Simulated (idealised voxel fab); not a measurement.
Presented below is a process module, voxel ribs on slabs.
The width of the displayed cross-section, cut, is 145 nm; its cells are square, with a size of 5 nm.
Format of a cross-section: grid, square cells. Given as bands. Order: top down. Band: one or more rows of cells. The entry gives the band's vertical extent as a top height and a bottom height in nm, then its horizontal make-up as materials from left to right, each with a width in nm. "air" stands for empty space; a single material marked "full width" fills the band edge to edge. Note: height 0 marks the level under which the wafer is uniformly one material as received. Lowest band unbounded below, written "0 down". A width given as "30->40" starts at the first number in the band's top row and ends at the second number in its bottom row, shifting by an equal amount at every step from row to row. A step reported as "no change occurred" is a step in which no cell of the cross-section changed. "Internal closed voids" - sealed voids, min. 8 cells, no opening to top; format: width x height at distance (distance from left edge; nm throughout). Post-settings text on a step line: simulator's own remark regarding the step. A step line may carry the setting "overlay nm", which, for steps involving a mask, states the distance by which the mask lay to the right of its intended position; negative values denote displacement to the left. Before/after cross-section pairs, one process step each; after shown to lowest changed band; step and settings beneath. Pairs may be from different runs of this module on the same starting wafer; a pair continues from the one above only where its "Prior to processing" entry says so.

### Prior to processing
  0 down | Si full width
  Internal closed voids: none

### Post-Step Cross-Section
  25 to 0 | SiO2 full width
  Below a height of 0, the structure has not been altered.
  Internal closed voids: none
Going from the before section above to the after section, the step was DIRECTIONAL_DEP | material SiO2 | thk nm 25

Prior to processing: the pre-step structure is the one depicted after the step in the pair just above.

### Post-Step Cross-Section
  50 to 25 | polySi full width
  Below a height of 25, the structure has not been altered.
  Internal closed voids: none
Going from the before section above to the after section, the step was DIRECTIONAL_DEP | material polySi | thk nm 25

Prior to processing: the pre-step structure is the one depicted after the step in the pair just above.

### Post-Step Cross-Section
  65 to 50 | air: 60 | resist: 20 | air: 65
  Below a height of 50, the structure has not been altered.
  Internal closed voids: none
Going from the before section above to the after section, the step was PATTERN | tone cover | mask id RIB | material resist | width nm 20 | thk nm 15 | overlay nm 0

Prior to processing: the pre-step structure is the one depicted after the step in the pair just above.

### Post-Step Cross-Section
  65 to 50 | air: 60 | resist: 20 | air: 65
  50 to 35 | air: 60 | polySi: 20 | air: 65
  Below a height of 35, the structure has not been altered.
  Internal closed voids: none
Going from the before section above to the after section, the step was DIRECTIONAL_ETCH | etch materials polySi | depth nm 15

Prior to processing: the pre-step structure is the one depicted after the step in the pair just above.

### Post-Step Cross-Section
  50 to 35 | air: 60 | polySi: 20 | air: 65
  Below a height of 35, the structure has not been altered.
  Internal closed voids: none
Going from the before section above to the after section, the step was STRIP | etch materials resist

Prior to processing: the pre-step structure is the one depicted after the step in the pair just above.

### Post-Step Cross-Section
  50 to 35 | air: 60 | polySi: 20 | air: 65
  35 to 25 | air: 30 | polySi: 80 | air: 35
  Below a height of 25, the structure has not been altered.
  Internal closed voids: none
Going from the before section above to the after section, the step was MASKED_ETCH | tone cover | mask id SLAB | width nm 80 | etch materials polySi | depth nm 10 | overlay nm 0

Prior to processing: the pre-step structure is the one depicted after the step in the pair just above.

### Post-Step Cross-Section
  65 to 50 | SiO2 full width
  50 to 35 | SiO2: 60 | polySi: 20 | SiO2: 65
  35 to 25 | SiO2: 30 | polySi: 80 | SiO2: 35
  Below a height of 25, the structure has not been altered.
  Internal closed voids: none
Going from the before section above to the after section, the step was FILL_DEP | material SiO2 | thk nm 15

Prior to processing: the pre-step structure is the one depicted after the step in the pair just above.

### Post-Step Cross-Section
  60 to 50 | SiO2 full width
  Below a height of 50, the structure has not been altered.
  Internal closed voids: none
Going from the before section above to the after section, the step was CMP | height nm 60

Prior to processing: the pre-step structure is the one depicted after the step in the pair just above.

### Post-Step Cross-Section
  65 to 60 | TiN full width
  Below a height of 60, the structure has not been altered.
  Internal closed voids: none
Going from the before section above to the after section, the step was DIRECTIONAL_DEP | material TiN | thk nm 5

Prior to processing: the pre-step structure is the one depicted after the step in the pair just above.

### Post-Step Cross-Section
  85 to 65 | air: 55 | resist: 30 | air: 60
  Below a height of 65, the structure has not been altered.
  Internal closed voids: none
Going from the before section above to the after section, the step was PATTERN | tone cover | mask id HEATER | material resist | width nm 30 | thk nm 20 | overlay nm 0

Prior to processing: the pre-step structure is the one depicted after the step in the pair just above.

### Post-Step Cross-Section
  85 to 65 | air: 55 | resist: 30 | air: 60
  65 to 60 | air: 55 | TiN: 30 | air: 60
  Below a height of 60, the structure has not been altered.
  Internal closed voids: none
Going from the before section above to the after section, the step was DIRECTIONAL_ETCH | etch materials TiN | depth nm 5

Prior to processing: the pre-step structure is the one depicted after the step in the pair just above.

### Post-Step Cross-Section
  65 to 60 | air: 55 | TiN: 30 | air: 60
  Below a height of 60, the structure has not been altered.
  Internal closed voids: none
Going from the before section above to the after section, the step was STRIP | etch materials resist

Prior to processing: the pre-step structure is the one depicted after the step in the pair just above.

### Post-Step Cross-Section
  70 to 65 | air: 50 | SiN: 40 | air: 55
  65 to 60 | SiN: 55 | TiN: 30 | SiN: 60
  Below a height of 60, the structure has not been altered.
  Internal closed voids: none
Going from the before section above to the after section, the step was CONFORMAL_DEP | material SiN | thk nm 5

### Prior to processing
  50 to 25 | polySi full width
  25 to 0 | SiO2 full width
  0 down | Si full width
  Internal closed voids: none

### Post-Step Cross-Section
  75 to 25 | polySi full width
  Below a height of 25, the structure has not been altered.
  Internal closed voids: none
Going from the before section above to the after section, the step was DIRECTIONAL_DEP | material polySi | thk nm 25

Prior to processing: the pre-step structure is the one depicted after the step in the pair just above.

### Post-Step Cross-Section
  90 to 75 | air: 60 | resist: 20 | air: 65
  Below a height of 75, the structure has not been altered.
  Internal closed voids: none
Going from the before section above to the after section, the step was PATTERN | tone cover | mask id RIB | material resist | width nm 20 | thk nm 15 | overlay nm 0

Prior to processing: the pre-step structure is the one depicted after the step in the pair just above.

### Post-Step Cross-Section
  90 to 75 | air: 60 | resist: 20 | air: 65
  75 to 60 | air: 60 | polySi: 20 | air: 65
  Below a height of 60, the structure has not been altered.
  Internal closed voids: none
Going from the before section above to the after section, the step was DIRECTIONAL_ETCH | etch materials polySi | depth nm 15

Prior to processing: the pre-step structure is the one depicted after the step in the pair just above.

### Post-Step Cross-Section
  75 to 60 | air: 60 | polySi: 20 | air: 65
  Below a height of 60, the structure has not been altered.
  Internal closed voids: none
Going from the before section above to the after section, the step was STRIP | etch materials resist

Prior to processing: the pre-step structure is the one depicted after the step in the pair just above.

### Post-Step Cross-Section
  75 to 60 | air: 60 | polySi: 20 | air: 65
  60 to 50 | air: 30 | polySi: 80 | air: 35
  Below a height of 50, the structure has not been altered.
  Internal closed voids: none
Going from the before section above to the after section, the step was MASKED_ETCH | tone cover | mask id SLAB | width nm 80 | etch materials polySi | depth nm 10 | overlay nm 0

Prior to processing: the pre-step structure is the one depicted after the step in the pair just above.

### Post-Step Cross-Section
  90 to 75 | SiO2 full width
  75 to 60 | SiO2: 60 | polySi: 20 | SiO2: 65
  60 to 50 | SiO2: 30 | polySi: 80 | SiO2: 35
  Below a height of 50, the structure has not been altered.
  Internal closed voids: none
Going from the before section above to the after section, the step was FILL_DEP | material SiO2 | thk nm 15

Prior to processing: the pre-step structure is the one depicted after the step in the pair just above.

### Post-Step Cross-Section
  60 to 50 | SiO2: 30 | polySi: 80 | SiO2: 35
  Below a height of 50, the structure has not been altered.
  Internal closed voids: none
Going from the before section above to the after section, the step was CMP | height nm 60

Prior to processing: the pre-step structure is the one depicted after the step in the pair just above.

### Post-Step Cross-Section
  65 to 60 | TiN full width
  Below a height of 60, the structure has not been altered.
  Internal closed voids: none
Going from the before section above to the after section, the step was DIRECTIONAL_DEP | material TiN | thk nm 5

Prior to processing: the pre-step structure is the one depicted after the step in the pair just above.

### Post-Step Cross-Section
  85 to 65 | air: 55 | resist: 30 | air: 60
  Below a height of 65, the structure has not been altered.
  Internal closed voids: none
Going from the before section above to the after section, the step was PATTERN | tone cover | mask id HEATER | material resist | width nm 30 | thk nm 20 | overlay nm 0

Prior to processing: the pre-step structure is the one depicted after the step in the pair just above.

### Post-Step Cross-Section
  85 to 65 | air: 55 | resist: 30 | air: 60
  65 to 60 | air: 55 | TiN: 30 | air: 60
  Below a height of 60, the structure has not been altered.
  Internal closed voids: none
Going from the before section above to the after section, the step was DIRECTIONAL_ETCH | etch materials TiN | depth nm 5

Prior to processing: the pre-step structure is the one depicted after the step in the pair just above.

### Post-Step Cross-Section
  65 to 60 | air: 55 | TiN: 30 | air: 60
  Below a height of 60, the structure has not been altered.
  Internal closed voids: none
Going from the before section above to the after section, the step was STRIP | etch materials resist

Prior to processing: the pre-step structure is the one depicted after the step in the pair just above.

### Post-Step Cross-Section
  70 to 65 | air: 50 | SiN: 40 | air: 55
  65 to 60 | SiN: 55 | TiN: 30 | SiN: 60
  Below a height of 60, the structure has not been altered.
  Internal closed voids: none
Going from the before section above to the after section, the step was CONFORMAL_DEP | material SiN | thk nm 5

### Prior to processing
  0 down | Si full width
  Internal closed voids: none

### Post-Step Cross-Section
  25 to 0 | polySi full width
  Below a height of 0, the structure has not been altered.
  Internal closed voids: none
Going from the before section above to the after section, the step was DIRECTIONAL_DEP | material polySi | thk nm 25

Prior to processing: the pre-step structure is the one depicted after the step in the pair just above.

### Post-Step Cross-Section
  50 to 25 | SiO2 full width
  Below a height of 25, the structure has not been altered.
  Internal closed voids: none
Going from the before section above to the after section, the step was DIRECTIONAL_DEP | material SiO2 | thk nm 25

Prior to processing: the pre-step structure is the one depicted after the step in the pair just above.

### Post-Step Cross-Section
  65 to 50 | air: 60 | resist: 20 | air: 65
  Below a height of 50, the structure has not been altered.
  Internal closed voids: none
Going from the before section above to the after section, the step was PATTERN | tone cover | mask id RIB | material resist | width nm 20 | thk nm 15 | overlay nm 0

Prior to processing: the pre-step structure is the one depicted after the step in the pair just above.

### Post-Step Cross-Section
  50 to 25 | SiO2 full width
  Below a height of 25, the structure has not been altered.
  Internal closed voids: none
Going from the before section above to the after section, the step was STRIP | etch materials resist

Prior to processing: the pre-step structure is the one depicted after the step in the pair just above.

### Post-Step Cross-Section
  65 to 25 | SiO2 full width
  Below a height of 25, the structure has not been altered.
  Internal closed voids: none
Going from the before section above to the after section, the step was FILL_DEP | material SiO2 | thk nm 15

Prior to processing: the pre-step structure is the one depicted after the step in the pair just above.

### Post-Step Cross-Section
  60 to 25 | SiO2 full width
  Below a height of 25, the structure has not been altered.
  Internal closed voids: none
Going from the before section above to the after section, the step was CMP | height nm 60

Prior to processing: the pre-step structure is the one depicted after the step in the pair just above.

### Post-Step Cross-Section
  65 to 60 | TiN full width
  Below a height of 60, the structure has not been altered.
  Internal closed voids: none
Going from the before section above to the after section, the step was DIRECTIONAL_DEP | material TiN | thk nm 5

Prior to processing: the pre-step structure is the one depicted after the step in the pair just above.

### Post-Step Cross-Section
  85 to 65 | air: 55 | resist: 30 | air: 60
  Below a height of 65, the structure has not been altered.
  Internal closed voids: none
Going from the before section above to the after section, the step was PATTERN | tone cover | mask id HEATER | material resist | width nm 30 | thk nm 20 | overlay nm 0

Prior to processing: the pre-step structure is the one depicted after the step in the pair just above.

### Post-Step Cross-Section
  85 to 65 | air: 55 | resist: 30 | air: 60
  65 to 60 | air: 55 | TiN: 30 | air: 60
  Below a height of 60, the structure has not been altered.
  Internal closed voids: none
Going from the before section above to the after section, the step was DIRECTIONAL_ETCH | etch materials TiN | depth nm 5

Prior to processing: the pre-step structure is the one depicted after the step in the pair just above.

### Post-Step Cross-Section
  65 to 60 | air: 55 | TiN: 30 | air: 60
  Below a height of 60, the structure has not been altered.
  Internal closed voids: none
Going from the before section above to the after section, the step was STRIP | etch materials resist

Prior to processing: the pre-step structure is the one depicted after the step in the pair just above.

### Post-Step Cross-Section
  70 to 65 | air: 50 | SiN: 40 | air: 55
  65 to 60 | SiN: 55 | TiN: 30 | SiN: 60
  Below a height of 60, the structure has not been altered.
  Internal closed voids: none
Going from the before section above to the after section, the step was CONFORMAL_DEP | material SiN | thk nm 5

### Prior to processing
  50 to 35 | air: 60 | polySi: 20 | air: 65
  35 to 25 | polySi full width
  25 to 0 | SiO2 full width
  0 down | Si full width
  Internal closed voids: none

### Post-Step Cross-Section
  50 to 35 | air: 60 | polySi: 20 | air: 65
  35 to 30 | air: 30 | polySi: 80 | air: 35
  Below a height of 30, the structure has not been altered.
  Internal closed voids: none
Going from the before section above to the after section, the step was MASKED_ETCH | tone cover | mask id SLAB | width nm 80 | etch materials polySi | depth nm 5 | overlay nm 0

Prior to processing: the pre-step structure is the one depicted after the step in the pair just above.

### Post-Step Cross-Section
  65 to 50 | SiO2 full width
  50 to 35 | SiO2: 60 | polySi: 20 | SiO2: 65
  35 to 30 | SiO2: 30 | polySi: 80 | SiO2: 35
  Below a height of 30, the structure has not been altered.
  Internal closed voids: none
Going from the before section above to the after section, the step was FILL_DEP | material SiO2 | thk nm 15

Prior to processing: the pre-step structure is the one depicted after the step in the pair just above.

### Post-Step Cross-Section
  60 to 50 | SiO2 full width
  Below a height of 50, the structure has not been altered.
  Internal closed voids: none
Going from the before section above to the after section, the step was CMP | height nm 60

Prior to processing: the pre-step structure is the one depicted after the step in the pair just above.

### Post-Step Cross-Section
  65 to 60 | TiN full width
  Below a height of 60, the structure has not been altered.
  Internal closed voids: none
Going from the before section above to the after section, the step was DIRECTIONAL_DEP | material TiN | thk nm 5

Prior to processing: the pre-step structure is the one depicted after the step in the pair just above.

### Post-Step Cross-Section
  85 to 65 | air: 55 | resist: 30 | air: 60
  Below a height of 65, the structure has not been altered.
  Internal closed voids: none
Going from the before section above to the after section, the step was PATTERN | tone cover | mask id HEATER | material resist | width nm 30 | thk nm 20 | overlay nm 0

Prior to processing: the pre-step structure is the one depicted after the step in the pair just above.

### Post-Step Cross-Section
  85 to 65 | air: 55 | resist: 30 | air: 60
  65 to 60 | air: 55 | TiN: 30 | air: 60
  Below a height of 60, the structure has not been altered.
  Internal closed voids: none
Going from the before section above to the after section, the step was DIRECTIONAL_ETCH | etch materials TiN | depth nm 5

Prior to processing: the pre-step structure is the one depicted after the step in the pair just above.

### Post-Step Cross-Section
  65 to 60 | air: 55 | TiN: 30 | air: 60
  Below a height of 60, the structure has not been altered.
  Internal closed voids: none
Going from the before section above to the after section, the step was STRIP | etch materials resist

Prior to processing: the pre-step structure is the one depicted after the step in the pair just above.

### Post-Step Cross-Section
  70 to 65 | air: 50 | SiN: 40 | air: 55
  65 to 60 | SiN: 55 | TiN: 30 | SiN: 60
  Below a height of 60, the structure has not been altered.
  Internal closed voids: none
Going from the before section above to the after section, the step was CONFORMAL_DEP | material SiN | thk nm 5

### Prior to processing
  50 to 35 | air: 60 | polySi: 20 | air: 65
  35 to 25 | polySi full width
  25 to 0 | SiO2 full width
  0 down | Si full width
  Internal closed voids: none

### Post-Step Cross-Section
  50 to 35 | air: 60 | polySi: 20 | air: 65
  35 to 25 | air: 25 | polySi: 90 | air: 30
  Below a height of 25, the structure has not been altered.
  Internal closed voids: none
Going from the before section above to the after section, the step was MASKED_ETCH | tone cover | mask id SLAB | width nm 90 | etch materials polySi | depth nm 10 | overlay nm 0

Prior to processing: the pre-step structure is the one depicted after the step in the pair just above.

### Post-Step Cross-Section
  65 to 50 | SiO2 full width
  50 to 35 | SiO2: 60 | polySi: 20 | SiO2: 65
  35 to 25 | SiO2: 25 | polySi: 90 | SiO2: 30
  Below a height of 25, the structure has not been altered.
  Internal closed voids: none
Going from the before section above to the after section, the step was FILL_DEP | material SiO2 | thk nm 15

Prior to processing: the pre-step structure is the one depicted after the step in the pair just above.

### Post-Step Cross-Section
  60 to 50 | SiO2 full width
  Below a height of 50, the structure has not been altered.
  Internal closed voids: none
Going from the before section above to the after section, the step was CMP | height nm 60

Prior to processing: the pre-step structure is the one depicted after the step in the pair just above.

### Post-Step Cross-Section
  65 to 60 | TiN full width
  Below a height of 60, the structure has not been altered.
  Internal closed voids: none
Going from the before section above to the after section, the step was DIRECTIONAL_DEP | material TiN | thk nm 5

Prior to processing: the pre-step structure is the one depicted after the step in the pair just above.

### Post-Step Cross-Section
  85 to 65 | air: 55 | resist: 30 | air: 60
  Below a height of 65, the structure has not been altered.
  Internal closed voids: none
Going from the before section above to the after section, the step was PATTERN | tone cover | mask id HEATER | material resist | width nm 30 | thk nm 20 | overlay nm 0

Prior to processing: the pre-step structure is the one depicted after the step in the pair just above.

### Post-Step Cross-Section
  85 to 65 | air: 55 | resist: 30 | air: 60
  65 to 60 | air: 55 | TiN: 30 | air: 60
  Below a height of 60, the structure has not been altered.
  Internal closed voids: none
Going from the before section above to the after section, the step was DIRECTIONAL_ETCH | etch materials TiN | depth nm 5

Prior to processing: the pre-step structure is the one depicted after the step in the pair just above.

### Post-Step Cross-Section
  65 to 60 | air: 55 | TiN: 30 | air: 60
  Below a height of 60, the structure has not been altered.
  Internal closed voids: none
Going from the before section above to the after section, the step was STRIP | etch materials resist

Prior to processing: the pre-step structure is the one depicted after the step in the pair just above.

### Post-Step Cross-Section
  70 to 65 | air: 50 | SiN: 40 | air: 55
  65 to 60 | SiN: 55 | TiN: 30 | SiN: 60
  Below a height of 60, the structure has not been altered.
  Internal closed voids: none
Going from the before section above to the after section, the step was CONFORMAL_DEP | material SiN | thk nm 5

### Prior to processing
  50 to 35 | air: 60 | polySi: 20 | air: 65
  35 to 25 | polySi full width
  25 to 0 | SiO2 full width
  0 down | Si full width
  Internal closed voids: none

### Post-Step Cross-Section
  50 to 35 | air: 60 | polySi: 20 | air: 65
  35 to 25 | air: 25 | polySi: 80 | air: 40
  Below a height of 25, the structure has not been altered.
  Internal closed voids: none
Going from the before section above to the after section, the step was MASKED_ETCH | tone cover | mask id SLAB | width nm 80 | etch materials polySi | depth nm 10 | overlay nm -5

Prior to processing: the pre-step structure is the one depicted after the step in the pair just above.

### Post-Step Cross-Section
  65 to 50 | SiO2 full width
  50 to 35 | SiO2: 60 | polySi: 20 | SiO2: 65
  35 to 25 | SiO2: 25 | polySi: 80 | SiO2: 40
  Below a height of 25, the structure has not been altered.
  Internal closed voids: none
Going from the before section above to the after section, the step was FILL_DEP | material SiO2 | thk nm 15

Prior to processing: the pre-step structure is the one depicted after the step in the pair just above.

### Post-Step Cross-Section
  60 to 50 | SiO2 full width
  Below a height of 50, the structure has not been altered.
  Internal closed voids: none
Going from the before section above to the after section, the step was CMP | height nm 60

Prior to processing: the pre-step structure is the one depicted after the step in the pair just above.

### Post-Step Cross-Section
  65 to 60 | TiN full width
  Below a height of 60, the structure has not been altered.
  Internal closed voids: none
Going from the before section above to the after section, the step was DIRECTIONAL_DEP | material TiN | thk nm 5

Prior to processing: the pre-step structure is the one depicted after the step in the pair just above.

### Post-Step Cross-Section
  85 to 65 | air: 55 | resist: 30 | air: 60
  Below a height of 65, the structure has not been altered.
  Internal closed voids: none
Going from the before section above to the after section, the step was PATTERN | tone cover | mask id HEATER | material resist | width nm 30 | thk nm 20 | overlay nm 0

Prior to processing: the pre-step structure is the one depicted after the step in the pair just above.

### Post-Step Cross-Section
  85 to 65 | air: 55 | resist: 30 | air: 60
  65 to 60 | air: 55 | TiN: 30 | air: 60
  Below a height of 60, the structure has not been altered.
  Internal closed voids: none
Going from the before section above to the after section, the step was DIRECTIONAL_ETCH | etch materials TiN | depth nm 5

Prior to processing: the pre-step structure is the one depicted after the step in the pair just above.

### Post-Step Cross-Section
  65 to 60 | air: 55 | TiN: 30 | air: 60
  Below a height of 60, the structure has not been altered.
  Internal closed voids: none
Going from the before section above to the after section, the step was STRIP | etch materials resist

Prior to processing: the pre-step structure is the one depicted after the step in the pair just above.

### Post-Step Cross-Section
  70 to 65 | air: 50 | SiN: 40 | air: 55
  65 to 60 | SiN: 55 | TiN: 30 | SiN: 60
  Below a height of 60, the structure has not been altered.
  Internal closed voids: none
Going from the before section above to the after section, the step was CONFORMAL_DEP | material SiN | thk nm 5

### Prior to processing
  25 to 0 | SiO2 full width
  0 down | Si full width
  Internal closed voids: none

### Post-Step Cross-Section
  50 to 0 | SiO2 full width
  Below a height of 0, the structure has not been altered.
  Internal closed voids: none
Going from the before section above to the after section, the step was DIRECTIONAL_DEP | material SiO2 | thk nm 25

Prior to processing: the pre-step structure is the one depicted after the step in the pair just above.

### Post-Step Cross-Section
  65 to 50 | air: 60 | resist: 20 | air: 65
  Below a height of 50, the structure has not been altered.
  Internal closed voids: none
Going from the before section above to the after section, the step was PATTERN | tone cover | mask id RIB | material resist | width nm 20 | thk nm 15 | overlay nm 0

Prior to processing: the pre-step structure is the one depicted after the step in the pair just above.

### Post-Step Cross-Section
  50 to 0 | SiO2 full width
  Below a height of 0, the structure has not been altered.
  Internal closed voids: none
Going from the before section above to the after section, the step was STRIP | etch materials resist

Prior to processing: the pre-step structure is the one depicted after the step in the pair just above.

### Post-Step Cross-Section
  65 to 0 | SiO2 full width
  Below a height of 0, the structure has not been altered.
  Internal closed voids: none
Going from the before section above to the after section, the step was FILL_DEP | material SiO2 | thk nm 15

Prior to processing: the pre-step structure is the one depicted after the step in the pair just above.

### Post-Step Cross-Section
  60 to 0 | SiO2 full width
  Below a height of 0, the structure has not been altered.
  Internal closed voids: none
Going from the before section above to the after section, the step was CMP | height nm 60

Prior to processing: the pre-step structure is the one depicted after the step in the pair just above.

### Post-Step Cross-Section
  65 to 60 | TiN full width
  Below a height of 60, the structure has not been altered.
  Internal closed voids: none
Going from the before section above to the after section, the step was DIRECTIONAL_DEP | material TiN | thk nm 5

Prior to processing: the pre-step structure is the one depicted after the step in the pair just above.

### Post-Step Cross-Section
  85 to 65 | air: 55 | resist: 30 | air: 60
  Below a height of 65, the structure has not been altered.
  Internal closed voids: none
Going from the before section above to the after section, the step was PATTERN | tone cover | mask id HEATER | material resist | width nm 30 | thk nm 20 | overlay nm 0

Prior to processing: the pre-step structure is the one depicted after the step in the pair just above.

### Post-Step Cross-Section
  85 to 65 | air: 55 | resist: 30 | air: 60
  65 to 60 | air: 55 | TiN: 30 | air: 60
  Below a height of 60, the structure has not been altered.
  Internal closed voids: none
Going from the before section above to the after section, the step was DIRECTIONAL_ETCH | etch materials TiN | depth nm 5

Prior to processing: the pre-step structure is the one depicted after the step in the pair just above.

### Post-Step Cross-Section
  65 to 60 | air: 55 | TiN: 30 | air: 60
  Below a height of 60, the structure has not been altered.
  Internal closed voids: none
Going from the before section above to the after section, the step was STRIP | etch materials resist

Prior to processing: the pre-step structure is the one depicted after the step in the pair just above.

### Post-Step Cross-Section
  70 to 65 | air: 50 | SiN: 40 | air: 55
  65 to 60 | SiN: 55 | TiN: 30 | SiN: 60
  Below a height of 60, the structure has not been altered.
  Internal closed voids: none
Going from the before section above to the after section, the step was CONFORMAL_DEP | material SiN | thk nm 5

### Prior to processing
  65 to 60 | TiN full width
  60 to 50 | SiO2 full width
  50 to 35 | SiO2: 60 | polySi: 20 | SiO2: 65
  35 to 25 | SiO2: 30 | polySi: 80 | SiO2: 35
  25 to 0 | SiO2 full width
  0 down | Si full width
  Internal closed voids: none

### Post-Step Cross-Section
  85 to 65 | resist: 55 | air: 30 | resist: 60
  Below a height of 65, the structure has not been altered.
  Internal closed voids: none
Going from the before section above to the after section, the step was PATTERN | tone open | mask id HEATER | material resist | width nm 30 | thk nm 20 | overlay nm 0

Prior to processing: the pre-step structure is the one depicted after the step in the pair just above.

### Post-Step Cross-Section
  85 to 65 | resist: 55 | air: 30 | resist: 60
  65 to 60 | TiN: 55 | air: 30 | TiN: 60
  Below a height of 60, the structure has not been altered.
  Internal closed voids: none
Going from the before section above to the after section, the step was DIRECTIONAL_ETCH | etch materials TiN | depth nm 5

Prior to processing: the pre-step structure is the one depicted after the step in the pair just above.

### Post-Step Cross-Section
  65 to 60 | TiN: 55 | air: 30 | TiN: 60
  Below a height of 60, the structure has not been altered.
  Internal closed voids: none
Going from the before section above to the after section, the step was STRIP | etch materials resist

Prior to processing: the pre-step structure is the one depicted after the step in the pair just above.

### Post-Step Cross-Section
  70 to 65 | SiN: 60 | air: 20 | SiN: 65
  65 to 60 | TiN: 55 | SiN: 30 | TiN: 60
  Below a height of 60, the structure has not been altered.
  Internal closed voids: none
Going from the before section above to the after section, the step was CONFORMAL_DEP | material SiN | thk nm 5
